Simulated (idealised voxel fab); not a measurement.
Process module name: voxel double patterning
Square cells of 5 nm make up the cross-section cut, whose width is 260 nm.
Format of a cross-section: grid, square cells. Given as bands. Order: top down. Band: one or more rows of cells.
Within each band entry, the heights of the top and of the bottom of the band appear first, in that order and in nm; the materials of the band then follow from left to right, each with its corresponding width in nm. The designation "throughout" on a single material indicates that it fills the band from edge to edge; the designation "empty" indicates empty space.
Heights from 0 (as-received wafer is one material below). Bottom band endless downward, as "z 0 and below".
The expression "30 to 40" gives the width at the extremes of the band, the first number at its top row of cells and the second at its bottom row, with the width changing by equal amounts from each row to the next in between.
"no change" means the step left every cell of the cross-section as it was.
"Closed void entries" enumerates empty spaces isolated from the top, with no open way to it, that contain at least 8 cells, giving each as width x height at distance from the left edge, all three in nm.
That trailing text on a step's line, after the settings, is the simulator's own remark on the step.
overlay nm: for a step with a mask, the amount by which the mask lay right of where it was planned; a negative amount means left of it.
Pairs from here to the end. Each: cross-section before one process step, cross-section after it, the latter only as far down as the lowest band that changed. Under each: the step between, and its settings. Mind that the pairs may be taken from different runs of this module on the same starting wafer; whether a pair continues from the pair above depends on its entry headed "Status quo ante", and it does only where that entry says so.

# Status quo ante
- z 0 and below: Si throughout
- Closed void entries: none

# Step Outcome
- z 5 to 0: SiO2 throughout
- Below 0, the layers are the same as they were.
- Closed void entries: none
Formally, the process step situated between the two cross-sections above is CONFORMAL_DEP | material SiO2 | thk nm 5

Status quo ante: unchanged from the after cross-section in the pair immediately above; refer to that figure.

# Step Outcome
- z 25 to 5: polySi throughout
- Below 5, the layers are the same as they were.
- Closed void entries: none
Formally, the process step situated between the two cross-sections above is DIRECTIONAL_DEP | material polySi | thk nm 20

Status quo ante: unchanged from the after cross-section in the pair immediately above; refer to that figure.

# Step Outcome
- z 30 to 25: SiN throughout
- Below 25, the layers are the same as they were.
- Closed void entries: none
Formally, the process step situated between the two cross-sections above is DIRECTIONAL_DEP | material SiN | thk nm 5

Status quo ante: unchanged from the after cross-section in the pair immediately above; refer to that figure.

# Step Outcome
- z 50 to 30: 70 resist  15 empty  35 resist  15 empty  35 resist  15 empty  75 resist
- Below 30, the layers are the same as they were.
- Closed void entries: none
Formally, the process step situated between the two cross-sections above is PATTERN | tone open | mask id FIRST | material resist | width nm 15 | pitch nm 50 | thk nm 20 | overlay nm 0

Status quo ante: unchanged from the after cross-section in the pair immediately above; refer to that figure.

# Step Outcome
- z 50 to 30: 70 resist  15 empty  35 resist  15 empty  35 resist  15 empty  75 resist
- z 30 to 25: 70 SiN  15 empty  35 SiN  15 empty  35 SiN  15 empty  75 SiN
- Below 25, the layers are the same as they were.
- Closed void entries: none
Formally, the process step situated between the two cross-sections above is DIRECTIONAL_ETCH | etch materials SiN | depth nm 5

Status quo ante: unchanged from the after cross-section in the pair immediately above; refer to that figure.

# Step Outcome
- z 30 to 25: 70 SiN  15 empty  35 SiN  15 empty  35 SiN  15 empty  75 SiN
- Below 25, the layers are the same as they were.
- Closed void entries: none
Formally, the process step situated between the two cross-sections above is STRIP | etch materials resist

Status quo ante: unchanged from the after cross-section in the pair immediately above; refer to that figure.

# Step Outcome
- z 30 to 25: 70 SiN  15 empty  10 SiN  15 empty  10 SiN  15 empty  10 SiN  15 empty  10 SiN  15 empty  75 SiN
- Below 25, the layers are the same as they were.
- Closed void entries: none
Formally, the process step situated between the two cross-sections above is MASKED_ETCH | tone open | mask id SECOND | width nm 15 | pitch nm 50 | etch materials SiN | depth nm 5 | overlay nm 0

Status quo ante: unchanged from the after cross-section in the pair immediately above; refer to that figure.

# Step Outcome
- z 30 to 25: 70 SiN  15 empty  10 SiN  15 empty  10 SiN  15 empty  10 SiN  15 empty  10 SiN  15 empty  75 SiN
- z 25 to 5: 70 polySi  15 empty  10 polySi  15 empty  10 polySi  15 empty  10 polySi  15 empty  10 polySi  15 empty  75 polySi
- Below 5, the layers are the same as they were.
- Closed void entries: none
Formally, the process step situated between the two cross-sections above is DIRECTIONAL_ETCH | etch materials polySi | depth nm 20

Status quo ante: unchanged from the after cross-section in the pair immediately above; refer to that figure.

# Step Outcome
- z 25 to 5: 70 polySi  15 empty  10 polySi  15 empty  10 polySi  15 empty  10 polySi  15 empty  10 polySi  15 empty  75 polySi
- Below 5, the layers are the same as they were.
- Closed void entries: none
Formally, the process step situated between the two cross-sections above is STRIP | etch materials SiN

# Status quo ante
- z 0 and below: Si throughout
- Closed void entries: none

# Step Outcome
- z 20 to 0: polySi throughout
- Below 0, the layers are the same as they were.
- Closed void entries: none
Formally, the process step situated between the two cross-sections above is DIRECTIONAL_DEP | material polySi | thk nm 20

Status quo ante: unchanged from the after cross-section in the pair immediately above; refer to that figure.

# Step Outcome
- z 25 to 20: SiN throughout
- Below 20, the layers are the same as they were.
- Closed void entries: none
Formally, the process step situated between the two cross-sections above is DIRECTIONAL_DEP | material SiN | thk nm 5

Status quo ante: unchanged from the after cross-section in the pair immediately above; refer to that figure.

# Step Outcome
- z 45 to 25: 70 resist  15 empty  35 resist  15 empty  35 resist  15 empty  75 resist
- Below 25, the layers are the same as they were.
- Closed void entries: none
Formally, the process step situated between the two cross-sections above is PATTERN | tone open | mask id FIRST | material resist | width nm 15 | pitch nm 50 | thk nm 20 | overlay nm 0

Status quo ante: unchanged from the after cross-section in the pair immediately above; refer to that figure.

# Step Outcome
- z 45 to 25: 70 resist  15 empty  35 resist  15 empty  35 resist  15 empty  75 resist
- z 25 to 20: 70 SiN  15 empty  35 SiN  15 empty  35 SiN  15 empty  75 SiN
- Below 20, the layers are the same as they were.
- Closed void entries: none
Formally, the process step situated between the two cross-sections above is DIRECTIONAL_ETCH | etch materials SiN | depth nm 5

Status quo ante: unchanged from the after cross-section in the pair immediately above; refer to that figure.

# Step Outcome
- z 25 to 20: 70 SiN  15 empty  35 SiN  15 empty  35 SiN  15 empty  75 SiN
- Below 20, the layers are the same as they were.
- Closed void entries: none
Formally, the process step situated between the two cross-sections above is STRIP | etch materials resist

Status quo ante: unchanged from the after cross-section in the pair immediately above; refer to that figure.

# Step Outcome
- z 25 to 20: 70 SiN  15 empty  10 SiN  15 empty  10 SiN  15 empty  10 SiN  15 empty  10 SiN  15 empty  75 SiN
- Below 20, the layers are the same as they were.
- Closed void entries: none
Formally, the process step situated between the two cross-sections above is MASKED_ETCH | tone open | mask id SECOND | width nm 15 | pitch nm 50 | etch materials SiN | depth nm 5 | overlay nm 0

Status quo ante: unchanged from the after cross-section in the pair immediately above; refer to that figure.

# Step Outcome
- z 25 to 20: 70 SiN  15 empty  10 SiN  15 empty  10 SiN  15 empty  10 SiN  15 empty  10 SiN  15 empty  75 SiN
- z 20 to 0: 70 polySi  15 empty  10 polySi  15 empty  10 polySi  15 empty  10 polySi  15 empty  10 polySi  15 empty  75 polySi
- Below 0, the layers are the same as they were.
- Closed void entries: none
Formally, the process step situated between the two cross-sections above is DIRECTIONAL_ETCH | etch materials polySi | depth nm 20

Status quo ante: unchanged from the after cross-section in the pair immediately above; refer to that figure.

# Step Outcome
- z 20 to 0: 70 polySi  15 empty  10 polySi  15 empty  10 polySi  15 empty  10 polySi  15 empty  10 polySi  15 empty  75 polySi
- Below 0, the layers are the same as they were.
- Closed void entries: none
Formally, the process step situated between the two cross-sections above is STRIP | etch materials SiN

# Status quo ante
- z 25 to 5: polySi throughout
- z 5 to 0: SiO2 throughout
- z 0 and below: Si throughout
- Closed void entries: none

# Step Outcome
- z 45 to 5: polySi throughout
- Below 5, the layers are the same as they were.
- Closed void entries: none
Formally, the process step situated between the two cross-sections above is DIRECTIONAL_DEP | material polySi | thk nm 20

Status quo ante: unchanged from the after cross-section in the pair immediately above; refer to that figure.

# Step Outcome
- z 50 to 45: SiN throughout
- Below 45, the layers are the same as they were.
- Closed void entries: none
Formally, the process step situated between the two cross-sections above is DIRECTIONAL_DEP | material SiN | thk nm 5

Status quo ante: unchanged from the after cross-section in the pair immediately above; refer to that figure.

# Step Outcome
- z 70 to 50: 70 resist  15 empty  35 resist  15 empty  35 resist  15 empty  75 resist
- Below 50, the layers are the same as they were.
- Closed void entries: none
Formally, the process step situated between the two cross-sections above is PATTERN | tone open | mask id FIRST | material resist | width nm 15 | pitch nm 50 | thk nm 20 | overlay nm 0

Status quo ante: unchanged from the after cross-section in the pair immediately above; refer to that figure.

# Step Outcome
- z 70 to 50: 70 resist  15 empty  35 resist  15 empty  35 resist  15 empty  75 resist
- z 50 to 45: 70 SiN  15 empty  35 SiN  15 empty  35 SiN  15 empty  75 SiN
- Below 45, the layers are the same as they were.
- Closed void entries: none
Formally, the process step situated between the two cross-sections above is DIRECTIONAL_ETCH | etch materials SiN | depth nm 5

Status quo ante: unchanged from the after cross-section in the pair immediately above; refer to that figure.

# Step Outcome
- z 50 to 45: 70 SiN  15 empty  35 SiN  15 empty  35 SiN  15 empty  75 SiN
- Below 45, the layers are the same as they were.
- Closed void entries: none
Formally, the process step situated between the two cross-sections above is STRIP | etch materials resist

Status quo ante: unchanged from the after cross-section in the pair immediately above; refer to that figure.

# Step Outcome
- z 50 to 45: 70 SiN  15 empty  10 SiN  15 empty  10 SiN  15 empty  10 SiN  15 empty  10 SiN  15 empty  75 SiN
- Below 45, the layers are the same as they were.
- Closed void entries: none
Formally, the process step situated between the two cross-sections above is MASKED_ETCH | tone open | mask id SECOND | width nm 15 | pitch nm 50 | etch materials SiN | depth nm 5 | overlay nm 0

Status quo ante: unchanged from the after cross-section in the pair immediately above; refer to that figure.

# Step Outcome
- z 50 to 45: 70 SiN  15 empty  10 SiN  15 empty  10 SiN  15 empty  10 SiN  15 empty  10 SiN  15 empty  75 SiN
- z 45 to 25: 70 polySi  15 empty  10 polySi  15 empty  10 polySi  15 empty  10 polySi  15 empty  10 polySi  15 empty  75 polySi
- Below 25, the layers are the same as they were.
- Closed void entries: none
Formally, the process step situated between the two cross-sections above is DIRECTIONAL_ETCH | etch materials polySi | depth nm 20

Status quo ante: unchanged from the after cross-section in the pair immediately above; refer to that figure.

# Step Outcome
- z 45 to 25: 70 polySi  15 empty  10 polySi  15 empty  10 polySi  15 empty  10 polySi  15 empty  10 polySi  15 empty  75 polySi
- Below 25, the layers are the same as they were.
- Closed void entries: none
Formally, the process step situated between the two cross-sections above is STRIP | etch materials SiN

# Status quo ante
- z 20 to 0: polySi throughout
- z 0 and below: Si throughout
- Closed void entries: none

# Step Outcome
- z 25 to 20: SiO2 throughout
- Below 20, the layers are the same as they were.
- Closed void entries: none
Formally, the process step situated between the two cross-sections above is CONFORMAL_DEP | material SiO2 | thk nm 5

Status quo ante: unchanged from the after cross-section in the pair immediately above; refer to that figure.

# Step Outcome
- z 30 to 25: SiN throughout
- Below 25, the layers are the same as they were.
- Closed void entries: none
Formally, the process step situated between the two cross-sections above is DIRECTIONAL_DEP | material SiN | thk nm 5

Status quo ante: unchanged from the after cross-section in the pair immediately above; refer to that figure.

# Step Outcome
- z 50 to 30: 70 resist  15 empty  35 resist  15 empty  35 resist  15 empty  75 resist
- Below 30, the layers are the same as they were.
- Closed void entries: none
Formally, the process step situated between the two cross-sections above is PATTERN | tone open | mask id FIRST | material resist | width nm 15 | pitch nm 50 | thk nm 20 | overlay nm 0

Status quo ante: unchanged from the after cross-section in the pair immediately above; refer to that figure.

# Step Outcome
- z 50 to 30: 70 resist  15 empty  35 resist  15 empty  35 resist  15 empty  75 resist
- z 30 to 25: 70 SiN  15 empty  35 SiN  15 empty  35 SiN  15 empty  75 SiN
- Below 25, the layers are the same as they were.
- Closed void entries: none
Formally, the process step situated between the two cross-sections above is DIRECTIONAL_ETCH | etch materials SiN | depth nm 5

Status quo ante: unchanged from the after cross-section in the pair immediately above; refer to that figure.

# Step Outcome
- z 30 to 25: 70 SiN  15 empty  35 SiN  15 empty  35 SiN  15 empty  75 SiN
- Below 25, the layers are the same as they were.
- Closed void entries: none
Formally, the process step situated between the two cross-sections above is STRIP | etch materials resist

Status quo ante: unchanged from the after cross-section in the pair immediately above; refer to that figure.

# Step Outcome
- z 30 to 25: 70 SiN  15 empty  10 SiN  15 empty  10 SiN  15 empty  10 SiN  15 empty  10 SiN  15 empty  75 SiN
- Below 25, the layers are the same as they were.
- Closed void entries: none
Formally, the process step situated between the two cross-sections above is MASKED_ETCH | tone open | mask id SECOND | width nm 15 | pitch nm 50 | etch materials SiN | depth nm 5 | overlay nm 0

Status quo ante: unchanged from the after cross-section in the pair immediately above; refer to that figure.

# Step Outcome
- z 25 to 20: SiO2 throughout
- Below 20, the layers are the same as they were.
- Closed void entries: none
Formally, the process step situated between the two cross-sections above is STRIP | etch materials SiN

# Status quo ante
- z 5 to 0: SiO2 throughout
- z 0 and below: Si throughout
- Closed void entries: none

# Step Outcome
- z 35 to 5: polySi throughout
- Below 5, the layers are the same as they were.
- Closed void entries: none
Formally, the process step situated between the two cross-sections above is DIRECTIONAL_DEP | material polySi | thk nm 30

Status quo ante: unchanged from the after cross-section in the pair immediately above; refer to that figure.

# Step Outcome
- z 40 to 35: SiN throughout
- Below 35, the layers are the same as they were.
- Closed void entries: none
Formally, the process step situated between the two cross-sections above is DIRECTIONAL_DEP | material SiN | thk nm 5

Status quo ante: unchanged from the after cross-section in the pair immediately above; refer to that figure.

# Step Outcome
- z 60 to 40: 70 resist  15 empty  35 resist  15 empty  35 resist  15 empty  75 resist
- Below 40, the layers are the same as they were.
- Closed void entries: none
Formally, the process step situated between the two cross-sections above is PATTERN | tone open | mask id FIRST | material resist | width nm 15 | pitch nm 50 | thk nm 20 | overlay nm 0

Status quo ante: unchanged from the after cross-section in the pair immediately above; refer to that figure.

# Step Outcome
- z 60 to 40: 70 resist  15 empty  35 resist  15 empty  35 resist  15 empty  75 resist
- z 40 to 35: 70 SiN  15 empty  35 SiN  15 empty  35 SiN  15 empty  75 SiN
- Below 35, the layers are the same as they were.
- Closed void entries: none
Formally, the process step situated between the two cross-sections above is DIRECTIONAL_ETCH | etch materials SiN | depth nm 5

Status quo ante: unchanged from the after cross-section in the pair immediately above; refer to that figure.

# Step Outcome
- z 40 to 35: 70 SiN  15 empty  35 SiN  15 empty  35 SiN  15 empty  75 SiN
- Below 35, the layers are the same as they were.
- Closed void entries: none
Formally, the process step situated between the two cross-sections above is STRIP | etch materials resist

Status quo ante: unchanged from the after cross-section in the pair immediately above; refer to that figure.

# Step Outcome
- z 40 to 35: 70 SiN  15 empty  10 SiN  15 empty  10 SiN  15 empty  10 SiN  15 empty  10 SiN  15 empty  75 SiN
- Below 35, the layers are the same as they were.
- Closed void entries: none
Formally, the process step situated between the two cross-sections above is MASKED_ETCH | tone open | mask id SECOND | width nm 15 | pitch nm 50 | etch materials SiN | depth nm 5 | overlay nm 0

Status quo ante: unchanged from the after cross-section in the pair immediately above; refer to that figure.

# Step Outcome
- z 40 to 35: 70 SiN  15 empty  10 SiN  15 empty  10 SiN  15 empty  10 SiN  15 empty  10 SiN  15 empty  75 SiN
- z 35 to 15: 70 polySi  15 empty  10 polySi  15 empty  10 polySi  15 empty  10 polySi  15 empty  10 polySi  15 empty  75 polySi
- Below 15, the layers are the same as they were.
- Closed void entries: none
Formally, the process step situated between the two cross-sections above is DIRECTIONAL_ETCH | etch materials polySi | depth nm 20

Status quo ante: unchanged from the after cross-section in the pair immediately above; refer to that figure.

# Step Outcome
- z 35 to 15: 70 polySi  15 empty  10 polySi  15 empty  10 polySi  15 empty  10 polySi  15 empty  10 polySi  15 empty  75 polySi
- Below 15, the layers are the same as they were.
- Closed void entries: none
Formally, the process step situated between the two cross-sections above is STRIP | etch materials SiN

# Status quo ante
- z 30 to 25: 70 SiN  15 empty  35 SiN  15 empty  35 SiN  15 empty  75 SiN
- z 25 to 5: polySi throughout
- z 5 to 0: SiO2 throughout
- z 0 and below: Si throughout
- Closed void entries: none

# Step Outcome
- z 30 to 25: 70 SiN  15 empty  5 SiN  25 empty  5 SiN  15 empty  5 SiN  25 empty  5 SiN  15 empty  75 SiN
- Below 25, the layers are the same as they were.
- Closed void entries: none
Formally, the process step situated between the two cross-sections above is MASKED_ETCH | tone open | mask id SECOND | width nm 25 | pitch nm 50 | etch materials SiN | depth nm 5 | overlay nm 0

Status quo ante: unchanged from the after cross-section in the pair immediately above; refer to that figure.

# Step Outcome
- z 30 to 25: 70 SiN  15 empty  5 SiN  25 empty  5 SiN  15 empty  5 SiN  25 empty  5 SiN  15 empty  75 SiN
- z 25 to 5: 70 polySi  15 empty  5 polySi  25 empty  5 polySi  15 empty  5 polySi  25 empty  5 polySi  15 empty  75 polySi
- Below 5, the layers are the same as they were.
- Closed void entries: none
Formally, the process step situated between the two cross-sections above is DIRECTIONAL_ETCH | etch materials polySi | depth nm 20

Status quo ante: unchanged from the after cross-section in the pair immediately above; refer to that figure.

# Step Outcome
- z 25 to 5: 70 polySi  15 empty  5 polySi  25 empty  5 polySi  15 empty  5 polySi  25 empty  5 polySi  15 empty  75 polySi
- Below 5, the layers are the same as they were.
- Closed void entries: none
Formally, the process step situated between the two cross-sections above is STRIP | etch materials SiN

# Status quo ante
- z 30 to 25: SiN throughout
- z 25 to 5: polySi throughout
- z 5 to 0: SiO2 throughout
- z 0 and below: Si throughout
- Closed void entries: none

# Step Outcome
- z 50 to 30: 80 resist  15 empty  35 resist  15 empty  35 resist  15 empty  65 resist
- Below 30, the layers are the same as they were.
- Closed void entries: none
Formally, the process step situated between the two cross-sections above is PATTERN | tone open | mask id FIRST | material resist | width nm 15 | pitch nm 50 | thk nm 20 | overlay nm 10

Status quo ante: unchanged from the after cross-section in the pair immediately above; refer to that figure.

# Step Outcome
- z 50 to 30: 80 resist  15 empty  35 resist  15 empty  35 resist  15 empty  65 resist
- z 30 to 25: 80 SiN  15 empty  35 SiN  15 empty  35 SiN  15 empty  65 SiN
- Below 25, the layers are the same as they were.
- Closed void entries: none
Formally, the process step situated between the two cross-sections above is DIRECTIONAL_ETCH | etch materials SiN | depth nm 5

Status quo ante: unchanged from the after cross-section in the pair immediately above; refer to that figure.

# Step Outcome
- z 30 to 25: 80 SiN  15 empty  35 SiN  15 empty  35 SiN  15 empty  65 SiN
- Below 25, the layers are the same as they were.
- Closed void entries: none
Formally, the process step situated between the two cross-sections above is STRIP | etch materials resist

Status quo ante: unchanged from the after cross-section in the pair immediately above; refer to that figure.

# Step Outcome
- z 30 to 25: 80 SiN  30 empty  20 SiN  30 empty  20 SiN  15 empty  65 SiN
- Below 25, the layers are the same as they were.
- Closed void entries: none
Formally, the process step situated between the two cross-sections above is MASKED_ETCH | tone open | mask id SECOND | width nm 15 | pitch nm 50 | etch materials SiN | depth nm 5 | overlay nm 0

Status quo ante: unchanged from the after cross-section in the pair immediately above; refer to that figure.

# Step Outcome
- z 30 to 25: 80 SiN  30 empty  20 SiN  30 empty  20 SiN  15 empty  65 SiN
- z 25 to 5: 80 polySi  30 empty  20 polySi  30 empty  20 polySi  15 empty  65 polySi
- Below 5, the layers are the same as they were.
- Closed void entries: none
Formally, the process step situated between the two cross-sections above is DIRECTIONAL_ETCH | etch materials polySi | depth nm 20

Status quo ante: unchanged from the after cross-section in the pair immediately above; refer to that figure.

# Step Outcome
- z 25 to 5: 80 polySi  30 empty  20 polySi  30 empty  20 polySi  15 empty  65 polySi
- Below 5, the layers are the same as they were.
- Closed void entries: none
Formally, the process step situated between the two cross-sections above is STRIP | etch materials SiN

# Status quo ante
- z 25 to 5: polySi throughout
- z 5 to 0: SiO2 throughout
- z 0 and below: Si throughout
- Closed void entries: none

# Step Outcome
- z 30 to 5: polySi throughout
- Below 5, the layers are the same as they were.
- Closed void entries: none
Formally, the process step situated between the two cross-sections above is DIRECTIONAL_DEP | material polySi | thk nm 5

Status quo ante: unchanged from the after cross-section in the pair immediately above; refer to that figure.

# Step Outcome
- z 50 to 30: 70 resist  15 empty  35 resist  15 empty  35 resist  15 empty  75 resist
- Below 30, the layers are the same as they were.
- Closed void entries: none
Formally, the process step situated between the two cross-sections above is PATTERN | tone open | mask id FIRST | material resist | width nm 15 | pitch nm 50 | thk nm 20 | overlay nm 0

Status quo ante: unchanged from the after cross-section in the pair immediately above; refer to that figure.

# Step Outcome
- z 30 to 5: polySi throughout
- Below 5, the layers are the same as they were.
- Closed void entries: none
Formally, the process step situated between the two cross-sections above is STRIP | etch materials resist

Status quo ante: unchanged from the after cross-section in the pair immediately above; refer to that figure.

# Step Outcome
- z 10 to 5: polySi throughout
- Below 5, the layers are the same as they were.
- Closed void entries: none
Formally, the process step situated between the two cross-sections above is DIRECTIONAL_ETCH | etch materials polySi | depth nm 20

# Status quo ante
- z 30 to 25: SiN throughout
- z 25 to 5: polySi throughout
- z 5 to 0: SiO2 throughout
- z 0 and below: Si throughout
- Closed void entries: none

# Step Outcome
- z 50 to 30: 70 empty  15 resist  35 empty  15 resist  35 empty  15 resist  75 empty
- Below 30, the layers are the same as they were.
- Closed void entries: none
Formally, the process step situated between the two cross-sections above is PATTERN | tone cover | mask id FIRST | material resist | width nm 15 | pitch nm 50 | thk nm 20 | overlay nm 0

Status quo ante: unchanged from the after cross-section in the pair immediately above; refer to that figure.

# Step Outcome
- z 50 to 30: 70 empty  15 resist  35 empty  15 resist  35 empty  15 resist  75 empty
- z 30 to 25: 70 empty  15 SiN  35 empty  15 SiN  35 empty  15 SiN  75 empty
- Below 25, the layers are the same as they were.
- Closed void entries: none
Formally, the process step situated between the two cross-sections above is DIRECTIONAL_ETCH | etch materials SiN | depth nm 5

Status quo ante: unchanged from the after cross-section in the pair immediately above; refer to that figure.

# Step Outcome
- z 30 to 25: 70 empty  15 SiN  35 empty  15 SiN  35 empty  15 SiN  75 empty
- Below 25, the layers are the same as they were.
- Closed void entries: none
Formally, the process step situated between the two cross-sections above is STRIP | etch materials resist

Status quo ante: unchanged from the after cross-section in the pair immediately above; refer to that figure.

# Step Outcome
- z 30 to 25: 70 empty  15 SiN  35 empty  15 SiN  35 empty  15 SiN  75 empty
- z 25 to 5: 70 empty  15 polySi  35 empty  15 polySi  35 empty  15 polySi  75 empty
- Below 5, the layers are the same as they were.
- Closed void entries: none
Formally, the process step situated between the two cross-sections above is DIRECTIONAL_ETCH | etch materials polySi | depth nm 20

Status quo ante: unchanged from the after cross-section in the pair immediately above; refer to that figure.

# Step Outcome
- z 25 to 5: 70 empty  15 polySi  35 empty  15 polySi  35 empty  15 polySi  75 empty
- Below 5, the layers are the same as they were.
- Closed void entries: none
Formally, the process step situated between the two cross-sections above is STRIP | etch materials SiN
